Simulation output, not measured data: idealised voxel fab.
Presented below is a process module, voxel wiring stack.
FYI the section here is cut, 170 nm wide, cells are 5 nm squares.
Cross-section = grid of square cells, listed top down in bands; band = one or more rows.
Basically the band line says how high the top is and how high the bottom is, in nm, and then what's in it from left to right, every material with its width in nm. Empty space shows up as "blank", and if a single material carries "throughout" it runs the full band edge to edge.
Height is counted from the level 0, under which the received wafer is composed throughout of one material. The lowest of the bands is not closed at the bottom but continues downward, in the notation "top 0, no bottom".
Width: "30..40" (first number = top row, second number = bottom row, same change from row to row of cells).
What does "nothing different" mean for a step? It means no cell of the cross-section changed in that step.
What "Closed internal voids" gives you is every empty space of 8 cells or more that is cut off from the top. Each appears as width x height at distance, with the distance taken from the left edge and width, height and distance all in nm.
It should be noted that, on the line of a given step, the content following the step's settings is a remark produced by the simulator itself with respect to that step.
What "overlay nm" on a step's line means: if the step has a mask, that mask lay this far to the right of its planned place, or, when the value is negative, to the left.
Everything after this point is organized in pairs: a cross-section before one process step, a cross-section after it that shows only as deep as the lowest changed band, and, under the pair, the intervening step with its settings. Because different runs of this module on the same starting wafer can supply different pairs, a pair continues from the pair above it only if its entry headed "Ahead of processing" says so.
# Ahead of processing
* top 0, no bottom  Si throughout
* Closed internal voids: none
# Result of Step
* top 15, bottom 0  SiO2 throughout
* No changes below 0.
* Closed internal voids: none
Intermediate step for the cross-sections above: CONFORMAL_DEP [material SiO2] [thk nm 15]
Ahead of processing: cross-section not repeated; it is the one shown after the step in the pair just above.
# Result of Step
* top 20, bottom 15  SiCN throughout
* No changes below 15.
* Closed internal voids: none
Intermediate step for the cross-sections above: CONFORMAL_DEP [material SiCN] [thk nm 5]
Ahead of processing: cross-section not repeated; it is the one shown after the step in the pair just above.
# Result of Step
* top 45, bottom 20  lowk throughout
* No changes below 20.
* Closed internal voids: none
Intermediate step for the cross-sections above: DIRECTIONAL_DEP [material lowk] [thk nm 25]
Ahead of processing: cross-section not repeated; it is the one shown after the step in the pair just above.
# Result of Step
* top 45, bottom 20  lowk (15) / blank (25) / lowk (30) / blank (25) / lowk (30) / blank (25) / lowk (20)
* No changes below 20.
* Closed internal voids: none
Intermediate step for the cross-sections above: MASKED_ETCH [tone open] [mask id METAL_1] [width nm 25] [pitch nm 55] [etch materials lowk] [depth nm 25] [overlay nm 0]
Ahead of processing: cross-section not repeated; it is the one shown after the step in the pair just above.
# Result of Step
* top 45, bottom 20  lowk (15) / blank (25) / lowk (30) / blank (25) / lowk (30) / blank (25) / lowk (20)
* top 20, bottom 15  SiCN (15) / blank (25) / SiCN (30) / blank (25) / SiCN (30) / blank (25) / SiCN (20)
* No changes below 15.
* Closed internal voids: none
Intermediate step for the cross-sections above: MASKED_ETCH [tone open] [mask id METAL_1] [width nm 25] [pitch nm 55] [etch materials SiCN] [depth nm 5] [overlay nm 0]
Ahead of processing: cross-section not repeated; it is the one shown after the step in the pair just above.
# Result of Step
* top 50, bottom 45  TiN (20) / blank (15) / TiN (40) / blank (15) / TiN (40) / blank (15) / TiN (25)
* top 45, bottom 20  lowk (15) / TiN (5) / blank (15) / TiN (5) / lowk (30) / TiN (5) / blank (15) / TiN (5) / lowk (30) / TiN (5) / blank (15) / TiN (5) / lowk (20)
* top 20, bottom 15  SiCN (15) / TiN (25) / SiCN (30) / TiN (25) / SiCN (30) / TiN (25) / SiCN (20)
* No changes below 15.
* Closed internal voids: none
Intermediate step for the cross-sections above: CONFORMAL_DEP [material TiN] [thk nm 5]
Ahead of processing: cross-section not repeated; it is the one shown after the step in the pair just above.
# Result of Step
* top 60, bottom 50  Ru throughout
* top 50, bottom 45  TiN (20) / Ru (15) / TiN (40) / Ru (15) / TiN (40) / Ru (15) / TiN (25)
* top 45, bottom 20  lowk (15) / TiN (5) / Ru (15) / TiN (5) / lowk (30) / TiN (5) / Ru (15) / TiN (5) / lowk (30) / TiN (5) / Ru (15) / TiN (5) / lowk (20)
* No changes below 20.
* Closed internal voids: none
Intermediate step for the cross-sections above: FILL_DEP [material Ru] [thk nm 10]
Ahead of processing: cross-section not repeated; it is the one shown after the step in the pair just above.
# Result of Step
* top 45, bottom 20  lowk (15) / TiN (5) / Ru (15) / TiN (5) / lowk (30) / TiN (5) / Ru (15) / TiN (5) / lowk (30) / TiN (5) / Ru (15) / TiN (5) / lowk (20)
* No changes below 20.
* Closed internal voids: none
Intermediate step for the cross-sections above: CMP [height nm 45]
Ahead of processing: cross-section not repeated; it is the one shown after the step in the pair just above.
# Result of Step
* top 50, bottom 45  SiCN throughout
* No changes below 45.
* Closed internal voids: none
Intermediate step for the cross-sections above: CONFORMAL_DEP [material SiCN] [thk nm 5]
Ahead of processing: cross-section not repeated; it is the one shown after the step in the pair just above.
# Result of Step
* top 85, bottom 50  SiO2 throughout
* No changes below 50.
* Closed internal voids: none
Intermediate step for the cross-sections above: DIRECTIONAL_DEP [material SiO2] [thk nm 35]
Ahead of processing: cross-section not repeated; it is the one shown after the step in the pair just above.
# Result of Step
* top 100, bottom 85  resist (15) / blank (15) / resist (40) / blank (15) / resist (40) / blank (15) / resist (30)
* No changes below 85.
* Closed internal voids: none
Intermediate step for the cross-sections above: PATTERN [tone open] [mask id METAL_2_HOLES] [material resist] [width nm 15] [pitch nm 55] [thk nm 15] [overlay nm 0]
Ahead of processing: cross-section not repeated; it is the one shown after the step in the pair just above.
# Result of Step
* top 100, bottom 85  resist (15) / blank (15) / resist (40) / blank (15) / resist (40) / blank (15) / resist (30)
* top 85, bottom 50  SiO2 (15) / blank (15) / SiO2 (40) / blank (15) / SiO2 (40) / blank (15) / SiO2 (30)
* No changes below 50.
* Closed internal voids: none
Intermediate step for the cross-sections above: DIRECTIONAL_ETCH [etch materials SiO2] [depth nm 35]
Ahead of processing: cross-section not repeated; it is the one shown after the step in the pair just above.
# Result of Step
* top 85, bottom 50  SiO2 (15) / blank (15) / SiO2 (40) / blank (15) / SiO2 (40) / blank (15) / SiO2 (30)
* No changes below 50.
* Closed internal voids: none
Intermediate step for the cross-sections above: STRIP [etch materials resist]
Ahead of processing: cross-section not repeated; it is the one shown after the step in the pair just above.
# Result of Step
* top 95, bottom 85  aC (15) / blank (15) / aC (40) / blank (15) / aC (40) / blank (15) / aC (30)
* top 85, bottom 60  SiO2 (15) / blank (15) / SiO2 (40) / blank (15) / SiO2 (40) / blank (15) / SiO2 (30)
* top 60, bottom 50  SiO2 (15) / aC (15) / SiO2 (40) / aC (15) / SiO2 (40) / aC (15) / SiO2 (30)
* No changes below 50.
* Closed internal voids: none
Intermediate step for the cross-sections above: DIRECTIONAL_DEP [material aC] [thk nm 10]
Ahead of processing: cross-section not repeated; it is the one shown after the step in the pair just above.
# Result of Step
* top 125, bottom 95  resist (15) / blank (25) / resist (30) / blank (25) / resist (30) / blank (25) / resist (20)
* No changes below 95.
* Closed internal voids: none
Intermediate step for the cross-sections above: PATTERN [tone open] [mask id METAL_2] [material resist] [width nm 25] [pitch nm 55] [thk nm 30] [overlay nm 0]
Ahead of processing: cross-section not repeated; it is the one shown after the step in the pair just above.
# Result of Step
* top 115, bottom 95  resist (15) / blank (25) / resist (30) / blank (25) / resist (30) / blank (25) / resist (20)
* top 95, bottom 85  aC (15) / blank (25) / aC (30) / blank (25) / aC (30) / blank (25) / aC (20)
* top 85, bottom 50  SiO2 (15) / blank (15) / SiO2 (40) / blank (15) / SiO2 (40) / blank (15) / SiO2 (30)
* No changes below 50.
* Closed internal voids: none
Intermediate step for the cross-sections above: DIRECTIONAL_ETCH [etch materials aC] [depth nm 10]
Ahead of processing: cross-section not repeated; it is the one shown after the step in the pair just above.
# Result of Step
* top 95, bottom 85  aC (15) / blank (25) / aC (30) / blank (25) / aC (30) / blank (25) / aC (20)
* No changes below 85.
* Closed internal voids: none
Intermediate step for the cross-sections above: STRIP [etch materials resist]
Ahead of processing: cross-section not repeated; it is the one shown after the step in the pair just above.
# Result of Step
* top 95, bottom 85  aC (15) / blank (25) / aC (30) / blank (25) / aC (30) / blank (25) / aC (20)
* top 85, bottom 65  SiO2 (15) / blank (25) / SiO2 (30) / blank (25) / SiO2 (30) / blank (25) / SiO2 (20)
* No changes below 65.
* Closed internal voids: none
Intermediate step for the cross-sections above: DIRECTIONAL_ETCH [etch materials SiO2] [depth nm 20]
Ahead of processing: cross-section not repeated; it is the one shown after the step in the pair just above.
# Result of Step
* top 95, bottom 85  aC (15) / blank (25) / aC (30) / blank (25) / aC (30) / blank (25) / aC (20)
* top 85, bottom 65  SiO2 (15) / blank (25) / SiO2 (30) / blank (25) / SiO2 (30) / blank (25) / SiO2 (20)
* top 65, bottom 50  SiO2 (15) / blank (15) / SiO2 (40) / blank (15) / SiO2 (40) / blank (15) / SiO2 (30)
* top 50, bottom 45  SiCN (15) / blank (15) / SiCN (40) / blank (15) / SiCN (40) / blank (15) / SiCN (30)
* No changes below 45.
* Closed internal voids: none
Intermediate step for the cross-sections above: DIRECTIONAL_ETCH [etch materials SiCN] [depth nm 5]
Ahead of processing: cross-section not repeated; it is the one shown after the step in the pair just above.
# Result of Step
* top 85, bottom 65  SiO2 (15) / blank (25) / SiO2 (30) / blank (25) / SiO2 (30) / blank (25) / SiO2 (20)
* No changes below 65.
* Closed internal voids: none
Intermediate step for the cross-sections above: STRIP [etch materials aC]
Ahead of processing: cross-section not repeated; it is the one shown after the step in the pair just above.
# Result of Step
* top 90, bottom 85  TiN (20) / blank (15) / TiN (40) / blank (15) / TiN (40) / blank (15) / TiN (25)
* top 85, bottom 70  SiO2 (15) / TiN (5) / blank (15) / TiN (5) / SiO2 (30) / TiN (5) / blank (15) / TiN (5) / SiO2 (30) / TiN (5) / blank (15) / TiN (5) / SiO2 (20)
* top 70, bottom 65  SiO2 (15) / TiN (5) / blank (5) / TiN (15) / SiO2 (30) / TiN (5) / blank (5) / TiN (15) / SiO2 (30) / TiN (5) / blank (5) / TiN (15) / SiO2 (20)
* top 65, bottom 50  SiO2 (15) / TiN (5) / blank (5) / TiN (5) / SiO2 (40) / TiN (5) / blank (5) / TiN (5) / SiO2 (40) / TiN (5) / blank (5) / TiN (5) / SiO2 (30)
* top 50, bottom 45  SiCN (15) / TiN (15) / SiCN (40) / TiN (15) / SiCN (40) / TiN (15) / SiCN (30)
* No changes below 45.
* Closed internal voids: none
Intermediate step for the cross-sections above: CONFORMAL_DEP [material TiN] [thk nm 5]
Ahead of processing: cross-section not repeated; it is the one shown after the step in the pair just above.
# Result of Step
* top 95, bottom 90  Cu throughout
* top 90, bottom 85  TiN (20) / Cu (15) / TiN (40) / Cu (15) / TiN (40) / Cu (15) / TiN (25)
* top 85, bottom 70  SiO2 (15) / TiN (5) / Cu (15) / TiN (5) / SiO2 (30) / TiN (5) / Cu (15) / TiN (5) / SiO2 (30) / TiN (5) / Cu (15) / TiN (5) / SiO2 (20)
* top 70, bottom 65  SiO2 (15) / TiN (5) / Cu (5) / TiN (15) / SiO2 (30) / TiN (5) / Cu (5) / TiN (15) / SiO2 (30) / TiN (5) / Cu (5) / TiN (15) / SiO2 (20)
* top 65, bottom 50  SiO2 (15) / TiN (5) / Cu (5) / TiN (5) / SiO2 (40) / TiN (5) / Cu (5) / TiN (5) / SiO2 (40) / TiN (5) / Cu (5) / TiN (5) / SiO2 (30)
* No changes below 50.
* Closed internal voids: none
Intermediate step for the cross-sections above: FILL_DEP [material Cu] [thk nm 5]
Ahead of processing: cross-section not repeated; it is the one shown after the step in the pair just above.
# Result of Step
* top 85, bottom 70  SiO2 (15) / TiN (5) / Cu (15) / TiN (5) / SiO2 (30) / TiN (5) / Cu (15) / TiN (5) / SiO2 (30) / TiN (5) / Cu (15) / TiN (5) / SiO2 (20)
* No changes below 70.
* Closed internal voids: none
Intermediate step for the cross-sections above: CMP [height nm 85]
Ahead of processing: cross-section not repeated; it is the one shown after the step in the pair just above.
# Result of Step
* top 90, bottom 85  SiCN throughout
* No changes below 85.
* Closed internal voids: none
Intermediate step for the cross-sections above: CONFORMAL_DEP [material SiCN] [thk nm 5]
# Ahead of processing
* top 15, bottom 0  SiO2 throughout
* top 0, no bottom  Si throughout
* Closed internal voids: none
# Result of Step
* top 40, bottom 15  lowk throughout
* No changes below 15.
* Closed internal voids: none
Intermediate step for the cross-sections above: DIRECTIONAL_DEP [material lowk] [thk nm 25]
Ahead of processing: cross-section not repeated; it is the one shown after the step in the pair just above.
# Result of Step
* top 40, bottom 15  lowk (15) / blank (25) / lowk (30) / blank (25) / lowk (30) / blank (25) / lowk (20)
* No changes below 15.
* Closed internal voids: none
Intermediate step for the cross-sections above: MASKED_ETCH [tone open] [mask id METAL_1] [width nm 25] [pitch nm 55] [etch materials lowk] [depth nm 25] [overlay nm 0]
Ahead of processing: cross-section not repeated; it is the one shown after the step in the pair just above.
# Result of Step
* top 45, bottom 40  TiN (20) / blank (15) / TiN (40) / blank (15) / TiN (40) / blank (15) / TiN (25)
* top 40, bottom 20  lowk (15) / TiN (5) / blank (15) / TiN (5) / lowk (30) / TiN (5) / blank (15) / TiN (5) / lowk (30) / TiN (5) / blank (15) / TiN (5) / lowk (20)
* top 20, bottom 15  lowk (15) / TiN (25) / lowk (30) / TiN (25) / lowk (30) / TiN (25) / lowk (20)
* No changes below 15.
* Closed internal voids: none
Intermediate step for the cross-sections above: CONFORMAL_DEP [material TiN] [thk nm 5]
Ahead of processing: cross-section not repeated; it is the one shown after the step in the pair just above.
# Result of Step
* top 55, bottom 45  Ru throughout
* top 45, bottom 40  TiN (20) / Ru (15) / TiN (40) / Ru (15) / TiN (40) / Ru (15) / TiN (25)
* top 40, bottom 20  lowk (15) / TiN (5) / Ru (15) / TiN (5) / lowk (30) / TiN (5) / Ru (15) / TiN (5) / lowk (30) / TiN (5) / Ru (15) / TiN (5) / lowk (20)
* No changes below 20.
* Closed internal voids: none
Intermediate step for the cross-sections above: FILL_DEP [material Ru] [thk nm 10]
Ahead of processing: cross-section not repeated; it is the one shown after the step in the pair just above.
# Result of Step
* top 45, bottom 40  TiN (20) / Ru (15) / TiN (40) / Ru (15) / TiN (40) / Ru (15) / TiN (25)
* No changes below 40.
* Closed internal voids: none
Intermediate step for the cross-sections above: CMP [height nm 45]
Ahead of processing: cross-section not repeated; it is the one shown after the step in the pair just above.
# Result of Step
* top 50, bottom 45  SiCN throughout
* No changes below 45.
* Closed internal voids: none
Intermediate step for the cross-sections above: CONFORMAL_DEP [material SiCN] [thk nm 5]
Ahead of processing: cross-section not repeated; it is the one shown after the step in the pair just above.
# Result of Step
* top 85, bottom 50  SiO2 throughout
* No changes below 50.
* Closed internal voids: none
Intermediate step for the cross-sections above: DIRECTIONAL_DEP [material SiO2] [thk nm 35]
Ahead of processing: cross-section not repeated; it is the one shown after the step in the pair just above.
# Result of Step
* top 100, bottom 85  resist (15) / blank (15) / resist (40) / blank (15) / resist (40) / blank (15) / resist (30)
* No changes below 85.
* Closed internal voids: none
Intermediate step for the cross-sections above: PATTERN [tone open] [mask id METAL_2_HOLES] [material resist] [width nm 15] [pitch nm 55] [thk nm 15] [overlay nm 0]
Ahead of processing: cross-section not repeated; it is the one shown after the step in the pair just above.
# Result of Step
* top 100, bottom 85  resist (15) / blank (15) / resist (40) / blank (15) / resist (40) / blank (15) / resist (30)
* top 85, bottom 50  SiO2 (15) / blank (15) / SiO2 (40) / blank (15) / SiO2 (40) / blank (15) / SiO2 (30)
* No changes below 50.
* Closed internal voids: none
Intermediate step for the cross-sections above: DIRECTIONAL_ETCH [etch materials SiO2] [depth nm 35]
Ahead of processing: cross-section not repeated; it is the one shown after the step in the pair just above.
# Result of Step
* top 85, bottom 50  SiO2 (15) / blank (15) / SiO2 (40) / blank (15) / SiO2 (40) / blank (15) / SiO2 (30)
* No changes below 50.
* Closed internal voids: none
Intermediate step for the cross-sections above: STRIP [etch materials resist]
Ahead of processing: cross-section not repeated; it is the one shown after the step in the pair just above.
# Result of Step
* top 95, bottom 85  aC (15) / blank (15) / aC (40) / blank (15) / aC (40) / blank (15) / aC (30)
* top 85, bottom 60  SiO2 (15) / blank (15) / SiO2 (40) / blank (15) / SiO2 (40) / blank (15) / SiO2 (30)
* top 60, bottom 50  SiO2 (15) / aC (15) / SiO2 (40) / aC (15) / SiO2 (40) / aC (15) / SiO2 (30)
* No changes below 50.
* Closed internal voids: none
Intermediate step for the cross-sections above: DIRECTIONAL_DEP [material aC] [thk nm 10]
Ahead of processing: cross-section not repeated; it is the one shown after the step in the pair just above.
# Result of Step
* top 125, bottom 95  resist (15) / blank (25) / resist (30) / blank (25) / resist (30) / blank (25) / resist (20)
* No changes below 95.
* Closed internal voids: none
Intermediate step for the cross-sections above: PATTERN [tone open] [mask id METAL_2] [material resist] [width nm 25] [pitch nm 55] [thk nm 30] [overlay nm 0]
Ahead of processing: cross-section not repeated; it is the one shown after the step in the pair just above.
# Result of Step
* top 115, bottom 95  resist (15) / blank (25) / resist (30) / blank (25) / resist (30) / blank (25) / resist (20)
* top 95, bottom 85  aC (15) / blank (25) / aC (30) / blank (25) / aC (30) / blank (25) / aC (20)
* top 85, bottom 50  SiO2 (15) / blank (15) / SiO2 (40) / blank (15) / SiO2 (40) / blank (15) / SiO2 (30)
* No changes below 50.
* Closed internal voids: none
Intermediate step for the cross-sections above: DIRECTIONAL_ETCH [etch materials aC] [depth nm 10]
Ahead of processing: cross-section not repeated; it is the one shown after the step in the pair just above.
# Result of Step
* top 95, bottom 85  aC (15) / blank (25) / aC (30) / blank (25) / aC (30) / blank (25) / aC (20)
* No changes below 85.
* Closed internal voids: none
Intermediate step for the cross-sections above: STRIP [etch materials resist]
Ahead of processing: cross-section not repeated; it is the one shown after the step in the pair just above.
# Result of Step
* top 95, bottom 85  aC (15) / blank (25) / aC (30) / blank (25) / aC (30) / blank (25) / aC (20)
* top 85, bottom 65  SiO2 (15) / blank (25) / SiO2 (30) / blank (25) / SiO2 (30) / blank (25) / SiO2 (20)
* No changes below 65.
* Closed internal voids: none
Intermediate step for the cross-sections above: DIRECTIONAL_ETCH [etch materials SiO2] [depth nm 20]
Ahead of processing: cross-section not repeated; it is the one shown after the step in the pair just above.
# Result of Step
* top 95, bottom 85  aC (15) / blank (25) / aC (30) / blank (25) / aC (30) / blank (25) / aC (20)
* top 85, bottom 65  SiO2 (15) / blank (25) / SiO2 (30) / blank (25) / SiO2 (30) / blank (25) / SiO2 (20)
* top 65, bottom 50  SiO2 (15) / blank (15) / SiO2 (40) / blank (15) / SiO2 (40) / blank (15) / SiO2 (30)
* top 50, bottom 45  SiCN (15) / blank (15) / SiCN (40) / blank (15) / SiCN (40) / blank (15) / SiCN (30)
* No changes below 45.
* Closed internal voids: none
Intermediate step for the cross-sections above: DIRECTIONAL_ETCH [etch materials SiCN] [depth nm 5]
Ahead of processing: cross-section not repeated; it is the one shown after the step in the pair just above.
# Result of Step
* top 85, bottom 65  SiO2 (15) / blank (25) / SiO2 (30) / blank (25) / SiO2 (30) / blank (25) / SiO2 (20)
* No changes below 65.
* Closed internal voids: none
Intermediate step for the cross-sections above: STRIP [etch materials aC]
Ahead of processing: cross-section not repeated; it is the one shown after the step in the pair just above.
# Result of Step
* top 90, bottom 85  TiN (20) / blank (15) / TiN (40) / blank (15) / TiN (40) / blank (15) / TiN (25)
* top 85, bottom 70  SiO2 (15) / TiN (5) / blank (15) / TiN (5) / SiO2 (30) / TiN (5) / blank (15) / TiN (5) / SiO2 (30) / TiN (5) / blank (15) / TiN (5) / SiO2 (20)
* top 70, bottom 65  SiO2 (15) / TiN (5) / blank (5) / TiN (15) / SiO2 (30) / TiN (5) / blank (5) / TiN (15) / SiO2 (30) / TiN (5) / blank (5) / TiN (15) / SiO2 (20)
* top 65, bottom 50  SiO2 (15) / TiN (5) / blank (5) / TiN (5) / SiO2 (40) / TiN (5) / blank (5) / TiN (5) / SiO2 (40) / TiN (5) / blank (5) / TiN (5) / SiO2 (30)
* top 50, bottom 45  SiCN (15) / TiN (15) / SiCN (40) / TiN (15) / SiCN (40) / TiN (15) / SiCN (30)
* No changes below 45.
* Closed internal voids: none
Intermediate step for the cross-sections above: CONFORMAL_DEP [material TiN] [thk nm 5]
Ahead of processing: cross-section not repeated; it is the one shown after the step in the pair just above.
# Result of Step
* top 95, bottom 90  Cu throughout
* top 90, bottom 85  TiN (20) / Cu (15) / TiN (40) / Cu (15) / TiN (40) / Cu (15) / TiN (25)
* top 85, bottom 70  SiO2 (15) / TiN (5) / Cu (15) / TiN (5) / SiO2 (30) / TiN (5) / Cu (15) / TiN (5) / SiO2 (30) / TiN (5) / Cu (15) / TiN (5) / SiO2 (20)
* top 70, bottom 65  SiO2 (15) / TiN (5) / Cu (5) / TiN (15) / SiO2 (30) / TiN (5) / Cu (5) / TiN (15) / SiO2 (30) / TiN (5) / Cu (5) / TiN (15) / SiO2 (20)
* top 65, bottom 50  SiO2 (15) / TiN (5) / Cu (5) / TiN (5) / SiO2 (40) / TiN (5) / Cu (5) / TiN (5) / SiO2 (40) / TiN (5) / Cu (5) / TiN (5) / SiO2 (30)
* No changes below 50.
* Closed internal voids: none
Intermediate step for the cross-sections above: FILL_DEP [material Cu] [thk nm 5]
Ahead of processing: cross-section not repeated; it is the one shown after the step in the pair just above.
# Result of Step
* top 85, bottom 70  SiO2 (15) / TiN (5) / Cu (15) / TiN (5) / SiO2 (30) / TiN (5) / Cu (15) / TiN (5) / SiO2 (30) / TiN (5) / Cu (15) / TiN (5) / SiO2 (20)
* No changes below 70.
* Closed internal voids: none
Intermediate step for the cross-sections above: CMP [height nm 85]
Ahead of processing: cross-section not repeated; it is the one shown after the step in the pair just above.
# Result of Step
* top 90, bottom 85  SiCN throughout
* No changes below 85.
* Closed internal voids: none
Intermediate step for the cross-sections above: CONFORMAL_DEP [material SiCN] [thk nm 5]
# Ahead of processing
* top 15, bottom 0  SiO2 throughout
* top 0, no bottom  Si throughout
* Closed internal voids: none
# Result of Step
* top 30, bottom 0  SiO2 throughout
* No changes below 0.
* Closed internal voids: none
Intermediate step for the cross-sections above: CONFORMAL_DEP [material SiO2] [thk nm 15]
Ahead of processing: cross-section not repeated; it is the one shown after the step in the pair just above.
# Result of Step
* top 35, bottom 30  SiCN throughout
* No changes below 30.
* Closed internal voids: none
Intermediate step for the cross-sections above: CONFORMAL_DEP [material SiCN] [thk nm 5]
Ahead of processing: cross-section not repeated; it is the one shown after the step in the pair just above.
# Result of Step
* top 60, bottom 35  lowk throughout
* No changes below 35.
* Closed internal voids: none
Intermediate step for the cross-sections above: DIRECTIONAL_DEP [material lowk] [thk nm 25]
Ahead of processing: cross-section not repeated; it is the one shown after the step in the pair just above.
# Result of Step
* top 60, bottom 35  lowk (15) / blank (25) / lowk (30) / blank (25) / lowk (30) / blank (25) / lowk (20)
* No changes below 35.
* Closed internal voids: none
Intermediate step for the cross-sections above: MASKED_ETCH [tone open] [mask id METAL_1] [width nm 25] [pitch nm 55] [etch materials lowk] [depth nm 25] [overlay nm 0]
Ahead of processing: cross-section not repeated; it is the one shown after the step in the pair just above.
# Result of Step
* top 60, bottom 35  lowk (15) / blank (25) / lowk (30) / blank (25) / lowk (30) / blank (25) / lowk (20)
* top 35, bottom 30  SiCN (15) / blank (25) / SiCN (30) / blank (25) / SiCN (30) / blank (25) / SiCN (20)
* No changes below 30.
* Closed internal voids: none
Intermediate step for the cross-sections above: MASKED_ETCH [tone open] [mask id METAL_1] [width nm 25] [pitch nm 55] [etch materials SiCN] [depth nm 5] [overlay nm 0]
Ahead of processing: cross-section not repeated; it is the one shown after the step in the pair just above.
# Result of Step
* top 65, bottom 60  TiN (20) / blank (15) / TiN (40) / blank (15) / TiN (40) / blank (15) / TiN (25)
* top 60, bottom 35  lowk (15) / TiN (5) / blank (15) / TiN (5) / lowk (30) / TiN (5) / blank (15) / TiN (5) / lowk (30) / TiN (5) / blank (15) / TiN (5) / lowk (20)
* top 35, bottom 30  SiCN (15) / TiN (25) / SiCN (30) / TiN (25) / SiCN (30) / TiN (25) / SiCN (20)
* No changes below 30.
* Closed internal voids: none
Intermediate step for the cross-sections above: CONFORMAL_DEP [material TiN] [thk nm 5]
Ahead of processing: cross-section not repeated; it is the one shown after the step in the pair just above.
# Result of Step
* top 75, bottom 65  Ru throughout
* top 65, bottom 60  TiN (20) / Ru (15) / TiN (40) / Ru (15) / TiN (40) / Ru (15) / TiN (25)
* top 60, bottom 35  lowk (15) / TiN (5) / Ru (15) / TiN (5) / lowk (30) / TiN (5) / Ru (15) / TiN (5) / lowk (30) / TiN (5) / Ru (15) / TiN (5) / lowk (20)
* No changes below 35.
* Closed internal voids: none
Intermediate step for the cross-sections above: FILL_DEP [material Ru] [thk nm 10]
Ahead of processing: cross-section not repeated; it is the one shown after the step in the pair just above.
# Result of Step
* top 45, bottom 35  lowk (15) / TiN (5) / Ru (15) / TiN (5) / lowk (30) / TiN (5) / Ru (15) / TiN (5) / lowk (30) / TiN (5) / Ru (15) / TiN (5) / lowk (20)
* No changes below 35.
* Closed internal voids: none
Intermediate step for the cross-sections above: CMP [height nm 45]
Ahead of processing: cross-section not repeated; it is the one shown after the step in the pair just above.
# Result of Step
* top 50, bottom 45  SiCN throughout
* No changes below 45.
* Closed internal voids: none
Intermediate step for the cross-sections above: CONFORMAL_DEP [material SiCN] [thk nm 5]
Ahead of processing: cross-section not repeated; it is the one shown after the step in the pair just above.
# Result of Step
* top 85, bottom 50  SiO2 throughout
* No changes below 50.
* Closed internal voids: none
Intermediate step for the cross-sections above: DIRECTIONAL_DEP [material SiO2] [thk nm 35]
Ahead of processing: cross-section not repeated; it is the one shown after the step in the pair just above.
# Result of Step
* top 100, bottom 85  resist (15) / blank (15) / resist (40) / blank (15) / resist (40) / blank (15) / resist (30)
* No changes below 85.
* Closed internal voids: none
Intermediate step for the cross-sections above: PATTERN [tone open] [mask id METAL_2_HOLES] [material resist] [width nm 15] [pitch nm 55] [thk nm 15] [overlay nm 0]
Ahead of processing: cross-section not repeated; it is the one shown after the step in the pair just above.
# Result of Step
* top 100, bottom 85  resist (15) / blank (15) / resist (40) / blank (15) / resist (40) / blank (15) / resist (30)
* top 85, bottom 50  SiO2 (15) / blank (15) / SiO2 (40) / blank (15) / SiO2 (40) / blank (15) / SiO2 (30)
* No changes below 50.
* Closed internal voids: none
Intermediate step for the cross-sections above: DIRECTIONAL_ETCH [etch materials SiO2] [depth nm 35]
Ahead of processing: cross-section not repeated; it is the one shown after the step in the pair just above.
# Result of Step
* top 85, bottom 50  SiO2 (15) / blank (15) / SiO2 (40) / blank (15) / SiO2 (40) / blank (15) / SiO2 (30)
* No changes below 50.
* Closed internal voids: none
Intermediate step for the cross-sections above: STRIP [etch materials resist]
Ahead of processing: cross-section not repeated; it is the one shown after the step in the pair just above.
# Result of Step
* top 95, bottom 85  aC (15) / blank (15) / aC (40) / blank (15) / aC (40) / blank (15) / aC (30)
* top 85, bottom 60  SiO2 (15) / blank (15) / SiO2 (40) / blank (15) / SiO2 (40) / blank (15) / SiO2 (30)
* top 60, bottom 50  SiO2 (15) / aC (15) / SiO2 (40) / aC (15) / SiO2 (40) / aC (15) / SiO2 (30)
* No changes below 50.
* Closed internal voids: none
Intermediate step for the cross-sections above: DIRECTIONAL_DEP [material aC] [thk nm 10]
Ahead of processing: cross-section not repeated; it is the one shown after the step in the pair just above.
# Result of Step
* top 125, bottom 95  resist (15) / blank (25) / resist (30) / blank (25) / resist (30) / blank (25) / resist (20)
* No changes below 95.
* Closed internal voids: none
Intermediate step for the cross-sections above: PATTERN [tone open] [mask id METAL_2] [material resist] [width nm 25] [pitch nm 55] [thk nm 30] [overlay nm 0]
Ahead of processing: cross-section not repeated; it is the one shown after the step in the pair just above.
# Result of Step
* top 115, bottom 95  resist (15) / blank (25) / resist (30) / blank (25) / resist (30) / blank (25) / resist (20)
* top 95, bottom 85  aC (15) / blank (25) / aC (30) / blank (25) / aC (30) / blank (25) / aC (20)
* top 85, bottom 50  SiO2 (15) / blank (15) / SiO2 (40) / blank (15) / SiO2 (40) / blank (15) / SiO2 (30)
* No changes below 50.
* Closed internal voids: none
Intermediate step for the cross-sections above: DIRECTIONAL_ETCH [etch materials aC] [depth nm 10]
Ahead of processing: cross-section not repeated; it is the one shown after the step in the pair just above.
# Result of Step
* top 95, bottom 85  aC (15) / blank (25) / aC (30) / blank (25) / aC (30) / blank (25) / aC (20)
* No changes below 85.
* Closed internal voids: none
Intermediate step for the cross-sections above: STRIP [etch materials resist]
Ahead of processing: cross-section not repeated; it is the one shown after the step in the pair just above.
# Result of Step
* top 95, bottom 85  aC (15) / blank (25) / aC (30) / blank (25) / aC (30) / blank (25) / aC (20)
* top 85, bottom 65  SiO2 (15) / blank (25) / SiO2 (30) / blank (25) / SiO2 (30) / blank (25) / SiO2 (20)
* No changes below 65.
* Closed internal voids: none
Intermediate step for the cross-sections above: DIRECTIONAL_ETCH [etch materials SiO2] [depth nm 20]
Ahead of processing: cross-section not repeated; it is the one shown after the step in the pair just above.
# Result of Step
* top 95, bottom 85  aC (15) / blank (25) / aC (30) / blank (25) / aC (30) / blank (25) / aC (20)
* top 85, bottom 65  SiO2 (15) / blank (25) / SiO2 (30) / blank (25) / SiO2 (30) / blank (25) / SiO2 (20)
* top 65, bottom 50  SiO2 (15) / blank (15) / SiO2 (40) / blank (15) / SiO2 (40) / blank (15) / SiO2 (30)
* top 50, bottom 45  SiCN (15) / blank (15) / SiCN (40) / blank (15) / SiCN (40) / blank (15) / SiCN (30)
* No changes below 45.
* Closed internal voids: none
Intermediate step for the cross-sections above: DIRECTIONAL_ETCH [etch materials SiCN] [depth nm 5]
Ahead of processing: cross-section not repeated; it is the one shown after the step in the pair just above.
# Result of Step
* top 85, bottom 65  SiO2 (15) / blank (25) / SiO2 (30) / blank (25) / SiO2 (30) / blank (25) / SiO2 (20)
* No changes below 65.
* Closed internal voids: none
Intermediate step for the cross-sections above: STRIP [etch materials aC]
